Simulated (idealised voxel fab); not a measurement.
process module | voxel double patterning
cross-section cut | 260 nm wide | cells 5 nm
A cross-section is a grid of square cells, given in bands from the top down. A band is one or more rows of cells.
Each band's line starts with the height of the band's top and of its bottom, in nm. Then come its materials from left to right, each with its width in nm. One material with "throughout" fills the band from edge to edge. "air" is empty space.
Height 0 is the level under which the wafer as received is all one material. The lowest band goes on downwards, as in "0 down".
A width such as "30 to 40" changes by the same amount from each row of cells to the next, from the band's top row to its bottom row.
"no change" after a step means that no cell of the cross-section changed.
closed voids: empty space of 8 cells or more with no open way to the top, each as width x height at its distance from the left edge, in nm
after a step's settings: what the simulator itself notes on the step
overlay nm, on a step with a mask: how far to the right of its planned place the mask lay; to the left if negative
plan
1 op RECEIVE | material Si
2 op CONFORMAL_DEP | material SiO2 | thk nm 5
3 op DIRECTIONAL_DEP | material TiN | thk nm 10
4 op DIRECTIONAL_DEP | material SiCN | thk nm 10
5 op DIRECTIONAL_DEP | material aC | thk nm 10
6 op PATTERN | tone open | mask id FIRST | material resist | width nm 15 | pitch nm 50 | thk nm 30 | overlay nm 0
7 op DIRECTIONAL_ETCH | etch materials aC | depth nm 10
8 op STRIP | etch materials resist
9 op DIRECTIONAL_ETCH | etch materials SiCN | depth nm 10
10 op STRIP | etch materials aC
11 op PATTERN | tone open | mask id SECOND | material resist | width nm 15 | thk nm 15 | overlay nm 0
12 op DIRECTIONAL_ETCH | etch materials SiCN | depth nm 10
13 op STRIP | etch materials resist
14 op DIRECTIONAL_ETCH | etch materials TiN | depth nm 10
15 op STRIP | etch materials SiCN
as received, after step 1
  0 down: Si throughout
  closed voids: none
first wafer at the end, as planned
  15 to 5: TiN 95 | air 15 | TiN 10 | air 15 | TiN 10 | air 15 | TiN 100
  5 to 0: SiO2 throughout
  0 down: Si throughout
  closed voids: none
second wafer at the end: like start, like plan, one mistake
  15 to 10: SiO2 throughout
  10 to 0: TiN throughout
  0 down: Si throughout
  closed voids: none
what went wrong: steps 2 and 3 were swapped
at the end the second wafer has, in cells: 18 more of TiN
